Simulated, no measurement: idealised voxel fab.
The document below concerns the process module designated voxel capacitor over wiring.
This is section cut - it's 230 nm across, gridded in 5 nm square cells.
Cross-section format: a grid of square cells, given as bands from top to bottom; each band is one or more rows of cells. First you get the band's top height and its bottom height, in nm, and then the materials it's made of, left to right, with each width in nm. If you see a single material with "edge to edge", that one covers the band edge to edge. "empty" is empty space. The reference from which all heights are counted is 0, the level beneath which the as-received wafer is entirely one material; the lowest band, having no lower bound, proceeds downward and is written after the example "0 down". Width "30->40": first value at the band's top row of cells, second value at its bottom row, equal change from row to row. "all unchanged" -> step changed no cross-section cell. The list in "Completely sealed voids" covers empty spaces of 8 cells or more that cannot reach the top through any open way, and it gives each as width x height at distance; the distance is from the left edge, and width, height and distance are in nm. Where a step's line continues beyond its settings, the continuation is a remark by the simulator itself on that step. If you see "overlay nm" on a step's line and that step has a mask, it's telling you how far right of where it was planned the mask ended up; a negative number means it went left instead.
-- These are the steps we planned for the process
- 1: op RECEIVE | material Si
- 2: op CONFORMAL_DEP | material SiO2 | thk nm 10
- 3: op CONFORMAL_DEP | material SiCN | thk nm 5
- 4: op DIRECTIONAL_DEP | material SiO2 | thk nm 20
- 5: op DIRECTIONAL_DEP | material aC | thk nm 15
- 6: op PATTERN | tone open | mask id METAL_1 | material resist | width nm 30 | pitch nm 95 | thk nm 35 | overlay nm 0
- 7: op DIRECTIONAL_ETCH | etch materials aC | depth nm 15
- 8: op STRIP | etch materials resist
- 9: op DIRECTIONAL_ETCH | etch materials SiO2 | depth nm 20
- 10: op DIRECTIONAL_ETCH | etch materials SiCN | depth nm 5
- 11: op STRIP | etch materials aC
- 12: op CONFORMAL_DEP | material TiN | thk nm 5
- 13: op FILL_DEP | material Ru | thk nm 5
- 14: op CMP | height nm 35
- 15: op CONFORMAL_DEP | material SiCN | thk nm 5
- 16: op DIRECTIONAL_DEP | material lowk | thk nm 15
- 17: op DIRECTIONAL_DEP | material aC | thk nm 10
- 18: op PATTERN | tone open | mask id PLUG_1 | material resist | width nm 15 | thk nm 30 | overlay nm 0
- 19: op DIRECTIONAL_ETCH | etch materials aC | depth nm 10
- 20: op STRIP | etch materials resist
- 21: op DIRECTIONAL_ETCH | etch materials lowk | depth nm 15
- 22: op DIRECTIONAL_ETCH | etch materials SiCN | depth nm 5
- 23: op STRIP | etch materials aC
- 24: op EPI | material Ru | thk nm 10
- 25: op EPI | material Ru | thk nm 10
- 26: op DIRECTIONAL_DEP | material TiN | thk nm 10
- 27: op DIRECTIONAL_DEP | material SiN | thk nm 5
- 28: op DIRECTIONAL_DEP | material TiN | thk nm 10
- 29: op MASKED_ETCH | tone cover | mask id UPPER_PLATE | width nm 70 | etch materials TiN | depth nm 10 | overlay nm 0
- 30: op MASKED_ETCH | tone cover | mask id UPPER_PLATE | width nm 70 | etch materials SiN | depth nm 5 | overlay nm 0
- 31: op DIRECTIONAL_DEP | material aC | thk nm 10
- 32: op PATTERN | tone cover | mask id LOWER_PLATE | material resist | width nm 80 | thk nm 25 | overlay nm 0
- 33: op DIRECTIONAL_ETCH | etch materials aC | depth nm 10
- 34: op STRIP | etch materials resist
- 35: op DIRECTIONAL_ETCH | etch materials TiN | depth nm 10
- 36: op STRIP | etch materials aC
- 37: op FILL_DEP | material SiO2 | thk nm 15
- 38: op CMP | height nm 90
- 39: op DIRECTIONAL_DEP | material aC | thk nm 15
- 40: op PATTERN | tone open | mask id PLUG_2 | material resist | width nm 15 | thk nm 35 | overlay nm 0
- 41: op DIRECTIONAL_ETCH | etch materials aC | depth nm 15
- 42: op STRIP | etch materials resist
- 43: op DIRECTIONAL_ETCH | etch materials SiO2 | depth nm 10
- 44: op STRIP | etch materials aC
- 45: op CONFORMAL_DEP | material TiN | thk nm 5
- 46: op FILL_DEP | material W | thk nm 5
- 47: op CMP | height nm 90
- 48: op CONFORMAL_DEP | material SiN | thk nm 5
-- First of two wafers, with the run carried out as planned
-- As-received state of the wafer in cross-section, equivalent to post-step 1
0 down  Si edge to edge
Completely sealed voids: none
-- So this is the wafer cross-section right after step 2
10 to 0  SiO2 edge to edge
For the remainder of the cross-section, below 0, there is no change.
-- So this is the wafer cross-section right after step 3
15 to 10  SiCN edge to edge
For the remainder of the cross-section, below 10, there is no change.
-- So this is the wafer cross-section right after step 4
35 to 15  SiO2 edge to edge
For the remainder of the cross-section, below 15, there is no change.
-- So this is the wafer cross-section right after step 5
50 to 35  aC edge to edge
For the remainder of the cross-section, below 35, there is no change.
-- So this is the wafer cross-section right after step 6
85 to 50  50 resist / 30 empty / 65 resist / 30 empty / 55 resist
For the remainder of the cross-section, below 50, there is no change.
-- So this is the wafer cross-section right after step 7
70 to 50  50 resist / 30 empty / 65 resist / 30 empty / 55 resist
50 to 35  50 aC / 30 empty / 65 aC / 30 empty / 55 aC
For the remainder of the cross-section, below 35, there is no change.
-- So this is the wafer cross-section right after step 8
50 to 35  50 aC / 30 empty / 65 aC / 30 empty / 55 aC
For the remainder of the cross-section, below 35, there is no change.
-- So this is the wafer cross-section right after step 9
50 to 35  50 aC / 30 empty / 65 aC / 30 empty / 55 aC
35 to 15  50 SiO2 / 30 empty / 65 SiO2 / 30 empty / 55 SiO2
For the remainder of the cross-section, below 15, there is no change.
-- So this is the wafer cross-section right after step 10
50 to 35  50 aC / 30 empty / 65 aC / 30 empty / 55 aC
35 to 15  50 SiO2 / 30 empty / 65 SiO2 / 30 empty / 55 SiO2
15 to 10  50 SiCN / 30 empty / 65 SiCN / 30 empty / 55 SiCN
For the remainder of the cross-section, below 10, there is no change.
-- So this is the wafer cross-section right after step 11
35 to 15  50 SiO2 / 30 empty / 65 SiO2 / 30 empty / 55 SiO2
For the remainder of the cross-section, below 15, there is no change.
-- So this is the wafer cross-section right after step 12
40 to 35  55 TiN / 20 empty / 75 TiN / 20 empty / 60 TiN
35 to 15  50 SiO2 / 5 TiN / 20 empty / 5 TiN / 65 SiO2 / 5 TiN / 20 empty / 5 TiN / 55 SiO2
15 to 10  50 SiCN / 30 TiN / 65 SiCN / 30 TiN / 55 SiCN
For the remainder of the cross-section, below 10, there is no change.
-- So this is the wafer cross-section right after step 13
45 to 40  Ru edge to edge
40 to 35  55 TiN / 20 Ru / 75 TiN / 20 Ru / 60 TiN
35 to 15  50 SiO2 / 5 TiN / 20 Ru / 5 TiN / 65 SiO2 / 5 TiN / 20 Ru / 5 TiN / 55 SiO2
For the remainder of the cross-section, below 15, there is no change.
-- So this is the wafer cross-section right after step 14
35 to 15  50 SiO2 / 5 TiN / 20 Ru / 5 TiN / 65 SiO2 / 5 TiN / 20 Ru / 5 TiN / 55 SiO2
For the remainder of the cross-section, below 15, there is no change.
-- So this is the wafer cross-section right after step 15
40 to 35  SiCN edge to edge
For the remainder of the cross-section, below 35, there is no change.
-- So this is the wafer cross-section right after step 16
55 to 40  lowk edge to edge
For the remainder of the cross-section, below 40, there is no change.
-- So this is the wafer cross-section right after step 17
65 to 55  aC edge to edge
For the remainder of the cross-section, below 55, there is no change.
-- So this is the wafer cross-section right after step 18
95 to 65  65 resist / 15 empty / 150 resist
For the remainder of the cross-section, below 65, there is no change.
-- So this is the wafer cross-section right after step 19
85 to 65  65 resist / 15 empty / 150 resist
65 to 55  65 aC / 15 empty / 150 aC
For the remainder of the cross-section, below 55, there is no change.
-- So this is the wafer cross-section right after step 20
65 to 55  65 aC / 15 empty / 150 aC
For the remainder of the cross-section, below 55, there is no change.
-- So this is the wafer cross-section right after step 21
65 to 55  65 aC / 15 empty / 150 aC
55 to 40  65 lowk / 15 empty / 150 lowk
For the remainder of the cross-section, below 40, there is no change.
-- So this is the wafer cross-section right after step 22
65 to 55  65 aC / 15 empty / 150 aC
55 to 40  65 lowk / 15 empty / 150 lowk
40 to 35  65 SiCN / 15 empty / 150 SiCN
For the remainder of the cross-section, below 35, there is no change.
-- So this is the wafer cross-section right after step 23
55 to 40  65 lowk / 15 empty / 150 lowk
For the remainder of the cross-section, below 40, there is no change.
-- So this is the wafer cross-section right after step 24
55 to 45  65 lowk / 15 empty / 150 lowk
45 to 40  65 lowk / 15 Ru / 150 lowk
40 to 35  65 SiCN / 15 Ru / 150 SiCN
For the remainder of the cross-section, below 35, there is no change.
-- So this is the wafer cross-section right after step 25
55 to 40  65 lowk / 15 Ru / 150 lowk
For the remainder of the cross-section, below 40, there is no change.
-- So this is the wafer cross-section right after step 26
65 to 55  TiN edge to edge
For the remainder of the cross-section, below 55, there is no change.
-- So this is the wafer cross-section right after step 27
70 to 65  SiN edge to edge
For the remainder of the cross-section, below 65, there is no change.
-- So this is the wafer cross-section right after step 28
80 to 70  TiN edge to edge
For the remainder of the cross-section, below 70, there is no change.
-- So this is the wafer cross-section right after step 29
80 to 70  65 empty / 70 TiN / 95 empty
For the remainder of the cross-section, below 70, there is no change.
-- So this is the wafer cross-section right after step 30
80 to 70  65 empty / 70 TiN / 95 empty
70 to 65  65 empty / 70 SiN / 95 empty
For the remainder of the cross-section, below 65, there is no change.
-- So this is the wafer cross-section right after step 31
90 to 80  65 empty / 70 aC / 95 empty
80 to 75  65 empty / 70 TiN / 95 empty
75 to 70  65 aC / 70 TiN / 95 aC
70 to 65  65 aC / 70 SiN / 95 aC
For the remainder of the cross-section, below 65, there is no change.
-- So this is the wafer cross-section right after step 32
115 to 90  60 empty / 80 resist / 90 empty
90 to 80  60 empty / 5 resist / 70 aC / 5 resist / 90 empty
80 to 75  60 empty / 5 resist / 70 TiN / 5 resist / 90 empty
For the remainder of the cross-section, below 75, there is no change.
-- So this is the wafer cross-section right after step 33
105 to 90  60 empty / 80 resist / 90 empty
90 to 80  60 empty / 5 resist / 70 aC / 5 resist / 90 empty
80 to 75  60 empty / 5 resist / 70 TiN / 5 resist / 90 empty
75 to 70  60 empty / 5 aC / 70 TiN / 5 aC / 90 empty
70 to 65  60 empty / 5 aC / 70 SiN / 5 aC / 90 empty
For the remainder of the cross-section, below 65, there is no change.
-- So this is the wafer cross-section right after step 34
90 to 80  65 empty / 70 aC / 95 empty
80 to 75  65 empty / 70 TiN / 95 empty
For the remainder of the cross-section, below 75, there is no change.
-- So this is the wafer cross-section right after step 35
90 to 80  65 empty / 70 aC / 95 empty
80 to 75  65 empty / 70 TiN / 95 empty
75 to 70  60 empty / 5 aC / 70 TiN / 5 aC / 90 empty
70 to 65  60 empty / 5 aC / 70 SiN / 5 aC / 90 empty
65 to 55  60 empty / 80 TiN / 90 empty
For the remainder of the cross-section, below 55, there is no change.
-- So this is the wafer cross-section right after step 36
80 to 70  65 empty / 70 TiN / 95 empty
70 to 65  65 empty / 70 SiN / 95 empty
For the remainder of the cross-section, below 65, there is no change.
-- So this is the wafer cross-section right after step 37
95 to 80  SiO2 edge to edge
80 to 70  65 SiO2 / 70 TiN / 95 SiO2
70 to 65  65 SiO2 / 70 SiN / 95 SiO2
65 to 55  60 SiO2 / 80 TiN / 90 SiO2
For the remainder of the cross-section, below 55, there is no change.
-- So this is the wafer cross-section right after step 38
90 to 80  SiO2 edge to edge
For the remainder of the cross-section, below 80, there is no change.
-- So this is the wafer cross-section right after step 39
105 to 90  aC edge to edge
For the remainder of the cross-section, below 90, there is no change.
-- So this is the wafer cross-section right after step 40
140 to 105  75 resist / 15 empty / 140 resist
For the remainder of the cross-section, below 105, there is no change.
-- So this is the wafer cross-section right after step 41
125 to 105  75 resist / 15 empty / 140 resist
105 to 90  75 aC / 15 empty / 140 aC
For the remainder of the cross-section, below 90, there is no change.
-- So this is the wafer cross-section right after step 42
105 to 90  75 aC / 15 empty / 140 aC
For the remainder of the cross-section, below 90, there is no change.
-- So this is the wafer cross-section right after step 43
105 to 90  75 aC / 15 empty / 140 aC
90 to 80  75 SiO2 / 15 empty / 140 SiO2
For the remainder of the cross-section, below 80, there is no change.
-- So this is the wafer cross-section right after step 44
90 to 80  75 SiO2 / 15 empty / 140 SiO2
For the remainder of the cross-section, below 80, there is no change.
-- So this is the wafer cross-section right after step 45
95 to 90  80 TiN / 5 empty / 145 TiN
90 to 85  75 SiO2 / 5 TiN / 5 empty / 5 TiN / 140 SiO2
85 to 80  75 SiO2 / 15 TiN / 140 SiO2
For the remainder of the cross-section, below 80, there is no change.
-- So this is the wafer cross-section right after step 46
100 to 95  W edge to edge
95 to 90  80 TiN / 5 W / 145 TiN
90 to 85  75 SiO2 / 5 TiN / 5 W / 5 TiN / 140 SiO2
For the remainder of the cross-section, below 85, there is no change.
-- So this is the wafer cross-section right after step 47
90 to 85  75 SiO2 / 5 TiN / 5 W / 5 TiN / 140 SiO2
For the remainder of the cross-section, below 85, there is no change.
-- So this is the wafer cross-section right after step 48
95 to 90  SiN edge to edge
For the remainder of the cross-section, below 90, there is no change.
-- Second wafer: same start and same plan as the first, one execution error; identical to the first through step 2
-- Planned end of step 3: second wafer, cross-section
15 to 0  SiO2 edge to edge
For the remainder of the cross-section, below 0, there is no change.
-- Planned end of step 4: second wafer, cross-section
35 to 0  SiO2 edge to edge
For the remainder of the cross-section, below 0, there is no change.
-- Planned end of step 5: second wafer, cross-section
50 to 35  aC edge to edge
For the remainder of the cross-section, below 35, there is no change.
-- Planned end of step 6: second wafer, cross-section
85 to 50  50 resist / 30 empty / 65 resist / 30 empty / 55 resist
For the remainder of the cross-section, below 50, there is no change.
-- Planned end of step 7: second wafer, cross-section
70 to 50  50 resist / 30 empty / 65 resist / 30 empty / 55 resist
50 to 35  50 aC / 30 empty / 65 aC / 30 empty / 55 aC
For the remainder of the cross-section, below 35, there is no change.
-- Planned end of step 8: second wafer, cross-section
50 to 35  50 aC / 30 empty / 65 aC / 30 empty / 55 aC
For the remainder of the cross-section, below 35, there is no change.
-- Planned end of step 9: second wafer, cross-section
50 to 35  50 aC / 30 empty / 65 aC / 30 empty / 55 aC
35 to 15  50 SiO2 / 30 empty / 65 SiO2 / 30 empty / 55 SiO2
For the remainder of the cross-section, below 15, there is no change.
Planned end of step 10: second wafer, cross-section: all unchanged
-- Planned end of step 11: second wafer, cross-section
35 to 15  50 SiO2 / 30 empty / 65 SiO2 / 30 empty / 55 SiO2
For the remainder of the cross-section, below 15, there is no change.
-- Planned end of step 12: second wafer, cross-section
40 to 35  55 TiN / 20 empty / 75 TiN / 20 empty / 60 TiN
35 to 20  50 SiO2 / 5 TiN / 20 empty / 5 TiN / 65 SiO2 / 5 TiN / 20 empty / 5 TiN / 55 SiO2
20 to 15  50 SiO2 / 30 TiN / 65 SiO2 / 30 TiN / 55 SiO2
For the remainder of the cross-section, below 15, there is no change.
-- Planned end of step 13: second wafer, cross-section
45 to 40  Ru edge to edge
40 to 35  55 TiN / 20 Ru / 75 TiN / 20 Ru / 60 TiN
35 to 20  50 SiO2 / 5 TiN / 20 Ru / 5 TiN / 65 SiO2 / 5 TiN / 20 Ru / 5 TiN / 55 SiO2
For the remainder of the cross-section, below 20, there is no change.
-- Planned end of step 14: second wafer, cross-section
35 to 20  50 SiO2 / 5 TiN / 20 Ru / 5 TiN / 65 SiO2 / 5 TiN / 20 Ru / 5 TiN / 55 SiO2
For the remainder of the cross-section, below 20, there is no change.
-- Planned end of step 15: second wafer, cross-section
40 to 35  SiCN edge to edge
For the remainder of the cross-section, below 35, there is no change.
-- Planned end of step 16: second wafer, cross-section
55 to 40  lowk edge to edge
For the remainder of the cross-section, below 40, there is no change.
-- Planned end of step 17: second wafer, cross-section
65 to 55  aC edge to edge
For the remainder of the cross-section, below 55, there is no change.
-- Planned end of step 18: second wafer, cross-section
95 to 65  65 resist / 15 empty / 150 resist
For the remainder of the cross-section, below 65, there is no change.
-- Planned end of step 19: second wafer, cross-section
85 to 65  65 resist / 15 empty / 150 resist
65 to 55  65 aC / 15 empty / 150 aC
For the remainder of the cross-section, below 55, there is no change.
-- Planned end of step 20: second wafer, cross-section
65 to 55  65 aC / 15 empty / 150 aC
For the remainder of the cross-section, below 55, there is no change.
-- Planned end of step 21: second wafer, cross-section
65 to 55  65 aC / 15 empty / 150 aC
55 to 40  65 lowk / 15 empty / 150 lowk
For the remainder of the cross-section, below 40, there is no change.
-- Planned end of step 22: second wafer, cross-section
65 to 55  65 aC / 15 empty / 150 aC
55 to 40  65 lowk / 15 empty / 150 lowk
40 to 35  65 SiCN / 15 empty / 150 SiCN
For the remainder of the cross-section, below 35, there is no change.
-- Planned end of step 23: second wafer, cross-section
55 to 40  65 lowk / 15 empty / 150 lowk
For the remainder of the cross-section, below 40, there is no change.
-- Planned end of step 24: second wafer, cross-section
55 to 45  65 lowk / 15 empty / 150 lowk
45 to 40  65 lowk / 15 Ru / 150 lowk
40 to 35  65 SiCN / 15 Ru / 150 SiCN
For the remainder of the cross-section, below 35, there is no change.
-- Planned end of step 25: second wafer, cross-section
55 to 40  65 lowk / 15 Ru / 150 lowk
For the remainder of the cross-section, below 40, there is no change.
-- Planned end of step 26: second wafer, cross-section
65 to 55  TiN edge to edge
For the remainder of the cross-section, below 55, there is no change.
-- Planned end of step 27: second wafer, cross-section
70 to 65  SiN edge to edge
For the remainder of the cross-section, below 65, there is no change.
-- Planned end of step 28: second wafer, cross-section
80 to 70  TiN edge to edge
For the remainder of the cross-section, below 70, there is no change.
-- Planned end of step 29: second wafer, cross-section
80 to 70  65 empty / 70 TiN / 95 empty
For the remainder of the cross-section, below 70, there is no change.
-- Planned end of step 30: second wafer, cross-section
80 to 70  65 empty / 70 TiN / 95 empty
70 to 65  65 empty / 70 SiN / 95 empty
For the remainder of the cross-section, below 65, there is no change.
-- Planned end of step 31: second wafer, cross-section
90 to 80  65 empty / 70 aC / 95 empty
80 to 75  65 empty / 70 TiN / 95 empty
75 to 70  65 aC / 70 TiN / 95 aC
70 to 65  65 aC / 70 SiN / 95 aC
For the remainder of the cross-section, below 65, there is no change.
-- Planned end of step 32: second wafer, cross-section
115 to 90  60 empty / 80 resist / 90 empty
90 to 80  60 empty / 5 resist / 70 aC / 5 resist / 90 empty
80 to 75  60 empty / 5 resist / 70 TiN / 5 resist / 90 empty
For the remainder of the cross-section, below 75, there is no change.
-- Planned end of step 33: second wafer, cross-section
105 to 90  60 empty / 80 resist / 90 empty
90 to 80  60 empty / 5 resist / 70 aC / 5 resist / 90 empty
80 to 75  60 empty / 5 resist / 70 TiN / 5 resist / 90 empty
75 to 70  60 empty / 5 aC / 70 TiN / 5 aC / 90 empty
70 to 65  60 empty / 5 aC / 70 SiN / 5 aC / 90 empty
For the remainder of the cross-section, below 65, there is no change.
-- Planned end of step 34: second wafer, cross-section
90 to 80  65 empty / 70 aC / 95 empty
80 to 75  65 empty / 70 TiN / 95 empty
For the remainder of the cross-section, below 75, there is no change.
-- Planned end of step 35: second wafer, cross-section
90 to 80  65 empty / 70 aC / 95 empty
80 to 75  65 empty / 70 TiN / 95 empty
75 to 70  60 empty / 5 aC / 70 TiN / 5 aC / 90 empty
70 to 65  60 empty / 5 aC / 70 SiN / 5 aC / 90 empty
65 to 55  60 empty / 80 TiN / 90 empty
For the remainder of the cross-section, below 55, there is no change.
-- Planned end of step 36: second wafer, cross-section
80 to 70  65 empty / 70 TiN / 95 empty
70 to 65  65 empty / 70 SiN / 95 empty
For the remainder of the cross-section, below 65, there is no change.
-- Planned end of step 37: second wafer, cross-section
95 to 80  SiO2 edge to edge
80 to 70  65 SiO2 / 70 TiN / 95 SiO2
70 to 65  65 SiO2 / 70 SiN / 95 SiO2
65 to 55  60 SiO2 / 80 TiN / 90 SiO2
For the remainder of the cross-section, below 55, there is no change.
-- Planned end of step 38: second wafer, cross-section
90 to 80  SiO2 edge to edge
For the remainder of the cross-section, below 80, there is no change.
-- Planned end of step 39: second wafer, cross-section
105 to 90  aC edge to edge
For the remainder of the cross-section, below 90, there is no change.
-- Planned end of step 40: second wafer, cross-section
140 to 105  75 resist / 15 empty / 140 resist
For the remainder of the cross-section, below 105, there is no change.
-- Planned end of step 41: second wafer, cross-section
125 to 105  75 resist / 15 empty / 140 resist
105 to 90  75 aC / 15 empty / 140 aC
For the remainder of the cross-section, below 90, there is no change.
-- Planned end of step 42: second wafer, cross-section
105 to 90  75 aC / 15 empty / 140 aC
For the remainder of the cross-section, below 90, there is no change.
-- Planned end of step 43: second wafer, cross-section
105 to 90  75 aC / 15 empty / 140 aC
90 to 80  75 SiO2 / 15 empty / 140 SiO2
For the remainder of the cross-section, below 80, there is no change.
-- Planned end of step 44: second wafer, cross-section
90 to 80  75 SiO2 / 15 empty / 140 SiO2
For the remainder of the cross-section, below 80, there is no change.
-- Planned end of step 45: second wafer, cross-section
95 to 90  80 TiN / 5 empty / 145 TiN
90 to 85  75 SiO2 / 5 TiN / 5 empty / 5 TiN / 140 SiO2
85 to 80  75 SiO2 / 15 TiN / 140 SiO2
For the remainder of the cross-section, below 80, there is no change.
-- Planned end of step 46: second wafer, cross-section
100 to 95  W edge to edge
95 to 90  80 TiN / 5 W / 145 TiN
90 to 85  75 SiO2 / 5 TiN / 5 W / 5 TiN / 140 SiO2
For the remainder of the cross-section, below 85, there is no change.
-- Planned end of step 47: second wafer, cross-section
90 to 85  75 SiO2 / 5 TiN / 5 W / 5 TiN / 140 SiO2
For the remainder of the cross-section, below 85, there is no change.
-- Planned end of step 48: second wafer, cross-section
95 to 90  SiN edge to edge
For the remainder of the cross-section, below 90, there is no change.
Want to know what went wrong? planned and actual differ for step 3; actual: op CONFORMAL_DEP | material SiO2 | thk nm 5
Materials where the second wafer ends with more or fewer cells than the first: -8 Ru | -34 SiCN | +46 SiO2 | -4 TiN
